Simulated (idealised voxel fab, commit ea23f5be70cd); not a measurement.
Herein follows the process module entitled voxel self aligned contacts.
Square cell edge 5 nm, section width 210 nm, ID cut.
This document writes a cross-section as a grid whose cells are square, and gives it as bands, listed from the top down; one or more rows of cells form a band.
Within each band entry, the heights of the top and of the bottom of the band appear first, in that order and in nm; the materials of the band then follow from left to right, each with its corresponding width in nm. The designation "edge to edge" on a single material indicates that it fills the band from edge to edge; the designation "air" indicates empty space.
Basically, 0 is our baseline, since under it the wafer straight out of the box is all one material. The bottom band has no lower end and keeps on going down, so it looks like "top 0, no bottom".
Per-row width for "30->40": begins at first number (top row of band), ends at second number (bottom row), increment between rows held constant.
What does "same as before" mean for a step? It means no cell of the cross-section changed in that step.
"Closed internal cavities" contains a list of empty spaces, each no smaller than 8 cells and without an open way to the top, written in the form width x height at distance with the distance from the left edge and all three in nm.
Where a step's line continues beyond its settings, the continuation is a remark by the simulator itself on that step.
A step line may carry the setting "overlay nm", which, for steps involving a mask, states the distance by which the mask lay to the right of its intended position; negative values denote displacement to the left.

# Steps planned for the process
step 1: RECEIVE [material Si]
step 2: OXIDIZE [depth nm 5]
step 3: DIRECTIONAL_DEP [material polySi] [thk nm 30]
step 4: DIRECTIONAL_DEP [material SiN] [thk nm 15]
step 5: DIRECTIONAL_DEP [material aC] [thk nm 10]
step 6: PATTERN [tone cover] [mask id GATE] [material resist] [width nm 25] [pitch nm 55] [thk nm 25] [overlay nm 0]
step 7: DIRECTIONAL_ETCH [etch materials aC] [depth nm 10]
step 8: STRIP [etch materials resist]
step 9: DIRECTIONAL_ETCH [etch materials SiN] [depth nm 15]
step 10: DIRECTIONAL_ETCH [etch materials polySi] [depth nm 30]
step 11: STRIP [etch materials aC]
step 12: CONFORMAL_DEP [material SiN] [thk nm 5]
step 13: DIRECTIONAL_ETCH [etch materials SiN] [depth nm 5]
step 14: FILL_DEP [material SiO2] [thk nm 15]
step 15: CMP [height nm 55]
step 16: PATTERN [tone open] [mask id CONTACT] [material resist] [width nm 40] [pitch nm 55] [thk nm 20] [overlay nm 0]
step 17: DIRECTIONAL_ETCH [etch materials SiO2] [depth nm 60]
step 18: STRIP [etch materials resist]
step 19: CONFORMAL_DEP [material TiN] [thk nm 5]
step 20: FILL_DEP [material Ru] [thk nm 10]
step 21: CMP [height nm 55]
step 22: CONFORMAL_DEP [material SiN] [thk nm 5]

# First wafer out of two, processed as planned

# Cross-section: wafer on arrival = after step 1
* top 0, no bottom: Si edge to edge
* Closed internal cavities: none

# Cross-section of the wafer after step 2
* top 0, bottom -5: SiO2 edge to edge
* Everything under -5 stays put, no change at all.

# Cross-section of the wafer after step 3
* top 30, bottom 0: polySi edge to edge
* Everything under 0 stays put, no change at all.

# Cross-section of the wafer after step 4
* top 45, bottom 30: SiN edge to edge
* Everything under 30 stays put, no change at all.

# Cross-section of the wafer after step 5
* top 55, bottom 45: aC edge to edge
* Everything under 45 stays put, no change at all.

# Cross-section of the wafer after step 6
* top 80, bottom 55: air 35 nm  resist 25 nm  air 30 nm  resist 25 nm  air 30 nm  resist 25 nm  air 40 nm
* Everything under 55 stays put, no change at all.

# Cross-section of the wafer after step 7
* top 70, bottom 55: air 35 nm  resist 25 nm  air 30 nm  resist 25 nm  air 30 nm  resist 25 nm  air 40 nm
* top 55, bottom 45: air 35 nm  aC 25 nm  air 30 nm  aC 25 nm  air 30 nm  aC 25 nm  air 40 nm
* Everything under 45 stays put, no change at all.

# Cross-section of the wafer after step 8
* top 55, bottom 45: air 35 nm  aC 25 nm  air 30 nm  aC 25 nm  air 30 nm  aC 25 nm  air 40 nm
* Everything under 45 stays put, no change at all.

# Cross-section of the wafer after step 9
* top 55, bottom 45: air 35 nm  aC 25 nm  air 30 nm  aC 25 nm  air 30 nm  aC 25 nm  air 40 nm
* top 45, bottom 30: air 35 nm  SiN 25 nm  air 30 nm  SiN 25 nm  air 30 nm  SiN 25 nm  air 40 nm
* Everything under 30 stays put, no change at all.

# Cross-section of the wafer after step 10
* top 55, bottom 45: air 35 nm  aC 25 nm  air 30 nm  aC 25 nm  air 30 nm  aC 25 nm  air 40 nm
* top 45, bottom 30: air 35 nm  SiN 25 nm  air 30 nm  SiN 25 nm  air 30 nm  SiN 25 nm  air 40 nm
* top 30, bottom 0: air 35 nm  polySi 25 nm  air 30 nm  polySi 25 nm  air 30 nm  polySi 25 nm  air 40 nm
* Everything under 0 stays put, no change at all.

# Cross-section of the wafer after step 11
* top 45, bottom 30: air 35 nm  SiN 25 nm  air 30 nm  SiN 25 nm  air 30 nm  SiN 25 nm  air 40 nm
* Everything under 30 stays put, no change at all.

# Cross-section of the wafer after step 12
* top 50, bottom 30: air 30 nm  SiN 35 nm  air 20 nm  SiN 35 nm  air 20 nm  SiN 35 nm  air 35 nm
* top 30, bottom 5: air 30 nm  SiN 5 nm  polySi 25 nm  SiN 5 nm  air 20 nm  SiN 5 nm  polySi 25 nm  SiN 5 nm  air 20 nm  SiN 5 nm  polySi 25 nm  SiN 5 nm  air 35 nm
* top 5, bottom 0: SiN 35 nm  polySi 25 nm  SiN 30 nm  polySi 25 nm  SiN 30 nm  polySi 25 nm  SiN 40 nm
* Everything under 0 stays put, no change at all.

# Cross-section of the wafer after step 13
* top 45, bottom 30: air 30 nm  SiN 35 nm  air 20 nm  SiN 35 nm  air 20 nm  SiN 35 nm  air 35 nm
* top 30, bottom 0: air 30 nm  SiN 5 nm  polySi 25 nm  SiN 5 nm  air 20 nm  SiN 5 nm  polySi 25 nm  SiN 5 nm  air 20 nm  SiN 5 nm  polySi 25 nm  SiN 5 nm  air 35 nm
* Everything under 0 stays put, no change at all.

# Cross-section of the wafer after step 14
* top 60, bottom 45: SiO2 edge to edge
* top 45, bottom 30: SiO2 30 nm  SiN 35 nm  SiO2 20 nm  SiN 35 nm  SiO2 20 nm  SiN 35 nm  SiO2 35 nm
* top 30, bottom 0: SiO2 30 nm  SiN 5 nm  polySi 25 nm  SiN 5 nm  SiO2 20 nm  SiN 5 nm  polySi 25 nm  SiN 5 nm  SiO2 20 nm  SiN 5 nm  polySi 25 nm  SiN 5 nm  SiO2 35 nm
* Everything under 0 stays put, no change at all.

# Cross-section of the wafer after step 15
* top 55, bottom 45: SiO2 edge to edge
* Everything under 45 stays put, no change at all.

# Cross-section of the wafer after step 16
* top 75, bottom 55: resist 55 nm  air 40 nm  resist 15 nm  air 40 nm  resist 60 nm
* Everything under 55 stays put, no change at all.

# Cross-section of the wafer after step 17
* top 75, bottom 55: resist 55 nm  air 40 nm  resist 15 nm  air 40 nm  resist 60 nm
* top 55, bottom 45: SiO2 55 nm  air 40 nm  SiO2 15 nm  air 40 nm  SiO2 60 nm
* top 45, bottom 30: SiO2 30 nm  SiN 35 nm  air 20 nm  SiN 35 nm  air 20 nm  SiN 35 nm  SiO2 35 nm
* top 30, bottom 0: SiO2 30 nm  SiN 5 nm  polySi 25 nm  SiN 5 nm  air 20 nm  SiN 5 nm  polySi 25 nm  SiN 5 nm  air 20 nm  SiN 5 nm  polySi 25 nm  SiN 5 nm  SiO2 35 nm
* top 0, bottom -5: SiO2 65 nm  air 20 nm  SiO2 35 nm  air 20 nm  SiO2 70 nm
* Everything under -5 stays put, no change at all.

# Cross-section of the wafer after step 18
* top 55, bottom 45: SiO2 55 nm  air 40 nm  SiO2 15 nm  air 40 nm  SiO2 60 nm
* Everything under 45 stays put, no change at all.

# Cross-section of the wafer after step 19
* top 60, bottom 55: TiN 60 nm  air 30 nm  TiN 25 nm  air 30 nm  TiN 65 nm
* top 55, bottom 45: SiO2 55 nm  TiN 5->15 nm  air 30->10 nm  TiN 5->15 nm  SiO2 15 nm  TiN 5->15 nm  air 30->10 nm  TiN 5->15 nm  SiO2 60 nm
* top 45, bottom 30: SiO2 30 nm  SiN 35 nm  TiN 5 nm  air 10 nm  TiN 5 nm  SiN 35 nm  TiN 5 nm  air 10 nm  TiN 5 nm  SiN 35 nm  SiO2 35 nm
* top 30, bottom 0: SiO2 30 nm  SiN 5 nm  polySi 25 nm  SiN 5 nm  TiN 5 nm  air 10 nm  TiN 5 nm  SiN 5 nm  polySi 25 nm  SiN 5 nm  TiN 5 nm  air 10 nm  TiN 5 nm  SiN 5 nm  polySi 25 nm  SiN 5 nm  SiO2 35 nm
* top 0, bottom -5: SiO2 65 nm  TiN 20 nm  SiO2 35 nm  TiN 20 nm  SiO2 70 nm
* Everything under -5 stays put, no change at all.

# Cross-section of the wafer after step 20
* top 70, bottom 60: Ru edge to edge
* top 60, bottom 55: TiN 60 nm  Ru 30 nm  TiN 25 nm  Ru 30 nm  TiN 65 nm
* top 55, bottom 45: SiO2 55 nm  TiN 5->15 nm  Ru 30->10 nm  TiN 5->15 nm  SiO2 15 nm  TiN 5->15 nm  Ru 30->10 nm  TiN 5->15 nm  SiO2 60 nm
* top 45, bottom 30: SiO2 30 nm  SiN 35 nm  TiN 5 nm  Ru 10 nm  TiN 5 nm  SiN 35 nm  TiN 5 nm  Ru 10 nm  TiN 5 nm  SiN 35 nm  SiO2 35 nm
* top 30, bottom 0: SiO2 30 nm  SiN 5 nm  polySi 25 nm  SiN 5 nm  TiN 5 nm  Ru 10 nm  TiN 5 nm  SiN 5 nm  polySi 25 nm  SiN 5 nm  TiN 5 nm  Ru 10 nm  TiN 5 nm  SiN 5 nm  polySi 25 nm  SiN 5 nm  SiO2 35 nm
* Everything under 0 stays put, no change at all.

# Cross-section of the wafer after step 21
* top 55, bottom 45: SiO2 55 nm  TiN 5->15 nm  Ru 30->10 nm  TiN 5->15 nm  SiO2 15 nm  TiN 5->15 nm  Ru 30->10 nm  TiN 5->15 nm  SiO2 60 nm
* Everything under 45 stays put, no change at all.

# Cross-section of the wafer after step 22
* top 60, bottom 55: SiN edge to edge
* Everything under 55 stays put, no change at all.

# Here the second wafer is described. Its start and its plan were those of the first wafer. Its run contained one mistake. Up to and including step 1, it did exactly what the first wafer did

# Cross-section of the second wafer at the time step 2 of the plan should have ended
* top 30, bottom 0: polySi edge to edge
* Everything under 0 stays put, no change at all.

# Cross-section of the second wafer at the time step 3 of the plan should have ended
* top 30, bottom 25: SiO2 edge to edge
* Everything under 25 stays put, no change at all.

# Cross-section of the second wafer at the time step 4 of the plan should have ended
* top 45, bottom 30: SiN edge to edge
* Everything under 30 stays put, no change at all.

# Cross-section of the second wafer at the time step 5 of the plan should have ended
* top 55, bottom 45: aC edge to edge
* Everything under 45 stays put, no change at all.

# Cross-section of the second wafer at the time step 6 of the plan should have ended
* top 80, bottom 55: air 35 nm  resist 25 nm  air 30 nm  resist 25 nm  air 30 nm  resist 25 nm  air 40 nm
* Everything under 55 stays put, no change at all.

# Cross-section of the second wafer at the time step 7 of the plan should have ended
* top 70, bottom 55: air 35 nm  resist 25 nm  air 30 nm  resist 25 nm  air 30 nm  resist 25 nm  air 40 nm
* top 55, bottom 45: air 35 nm  aC 25 nm  air 30 nm  aC 25 nm  air 30 nm  aC 25 nm  air 40 nm
* Everything under 45 stays put, no change at all.

# Cross-section of the second wafer at the time step 8 of the plan should have ended
* top 55, bottom 45: air 35 nm  aC 25 nm  air 30 nm  aC 25 nm  air 30 nm  aC 25 nm  air 40 nm
* Everything under 45 stays put, no change at all.

# Cross-section of the second wafer at the time step 9 of the plan should have ended
* top 55, bottom 45: air 35 nm  aC 25 nm  air 30 nm  aC 25 nm  air 30 nm  aC 25 nm  air 40 nm
* top 45, bottom 30: air 35 nm  SiN 25 nm  air 30 nm  SiN 25 nm  air 30 nm  SiN 25 nm  air 40 nm
* Everything under 30 stays put, no change at all.

Cross-section of the second wafer at the time step 10 of the plan should have ended: same as before

# Cross-section of the second wafer at the time step 11 of the plan should have ended
* top 45, bottom 30: air 35 nm  SiN 25 nm  air 30 nm  SiN 25 nm  air 30 nm  SiN 25 nm  air 40 nm
* Everything under 30 stays put, no change at all.

# Cross-section of the second wafer at the time step 12 of the plan should have ended
* top 50, bottom 35: air 30 nm  SiN 35 nm  air 20 nm  SiN 35 nm  air 20 nm  SiN 35 nm  air 35 nm
* top 35, bottom 30: SiN edge to edge
* Everything under 30 stays put, no change at all.

# Cross-section of the second wafer at the time step 13 of the plan should have ended
* top 45, bottom 30: air 30 nm  SiN 35 nm  air 20 nm  SiN 35 nm  air 20 nm  SiN 35 nm  air 35 nm
* Everything under 30 stays put, no change at all.

# Cross-section of the second wafer at the time step 14 of the plan should have ended
* top 60, bottom 45: SiO2 edge to edge
* top 45, bottom 30: SiO2 30 nm  SiN 35 nm  SiO2 20 nm  SiN 35 nm  SiO2 20 nm  SiN 35 nm  SiO2 35 nm
* Everything under 30 stays put, no change at all.

# Cross-section of the second wafer at the time step 15 of the plan should have ended
* top 55, bottom 45: SiO2 edge to edge
* Everything under 45 stays put, no change at all.

# Cross-section of the second wafer at the time step 16 of the plan should have ended
* top 75, bottom 55: resist 55 nm  air 40 nm  resist 15 nm  air 40 nm  resist 60 nm
* Everything under 55 stays put, no change at all.

# Cross-section of the second wafer at the time step 17 of the plan should have ended
* top 75, bottom 55: resist 55 nm  air 40 nm  resist 15 nm  air 40 nm  resist 60 nm
* top 55, bottom 45: SiO2 55 nm  air 40 nm  SiO2 15 nm  air 40 nm  SiO2 60 nm
* top 45, bottom 30: SiO2 30 nm  SiN 35 nm  air 20 nm  SiN 35 nm  air 20 nm  SiN 35 nm  SiO2 35 nm
* top 30, bottom 25: SiO2 65 nm  air 20 nm  SiO2 35 nm  air 20 nm  SiO2 70 nm
* Everything under 25 stays put, no change at all.

# Cross-section of the second wafer at the time step 18 of the plan should have ended
* top 55, bottom 45: SiO2 55 nm  air 40 nm  SiO2 15 nm  air 40 nm  SiO2 60 nm
* Everything under 45 stays put, no change at all.

# Cross-section of the second wafer at the time step 19 of the plan should have ended
* top 60, bottom 55: TiN 60 nm  air 30 nm  TiN 25 nm  air 30 nm  TiN 65 nm
* top 55, bottom 45: SiO2 55 nm  TiN 5->15 nm  air 30->10 nm  TiN 5->15 nm  SiO2 15 nm  TiN 5->15 nm  air 30->10 nm  TiN 5->15 nm  SiO2 60 nm
* top 45, bottom 30: SiO2 30 nm  SiN 35 nm  TiN 5 nm  air 10 nm  TiN 5 nm  SiN 35 nm  TiN 5 nm  air 10 nm  TiN 5 nm  SiN 35 nm  SiO2 35 nm
* top 30, bottom 25: SiO2 65 nm  TiN 20 nm  SiO2 35 nm  TiN 20 nm  SiO2 70 nm
* Everything under 25 stays put, no change at all.

# Cross-section of the second wafer at the time step 20 of the plan should have ended
* top 70, bottom 60: Ru edge to edge
* top 60, bottom 55: TiN 60 nm  Ru 30 nm  TiN 25 nm  Ru 30 nm  TiN 65 nm
* top 55, bottom 45: SiO2 55 nm  TiN 5->15 nm  Ru 30->10 nm  TiN 5->15 nm  SiO2 15 nm  TiN 5->15 nm  Ru 30->10 nm  TiN 5->15 nm  SiO2 60 nm
* top 45, bottom 30: SiO2 30 nm  SiN 35 nm  TiN 5 nm  Ru 10 nm  TiN 5 nm  SiN 35 nm  TiN 5 nm  Ru 10 nm  TiN 5 nm  SiN 35 nm  SiO2 35 nm
* Everything under 30 stays put, no change at all.

# Cross-section of the second wafer at the time step 21 of the plan should have ended
* top 55, bottom 45: SiO2 55 nm  TiN 5->15 nm  Ru 30->10 nm  TiN 5->15 nm  SiO2 15 nm  TiN 5->15 nm  Ru 30->10 nm  TiN 5->15 nm  SiO2 60 nm
* Everything under 45 stays put, no change at all.

# Cross-section of the second wafer at the time step 22 of the plan should have ended
* top 60, bottom 55: SiN edge to edge
* Everything under 55 stays put, no change at all.
Here's what went sideways: plan steps 2 and 3 run swapped
End of process, cell counts, second wafer against first, materials with more or fewer: Ru -24 | Si +42 | SiN -36 | SiO2 -78 | TiN -24 | polySi +120
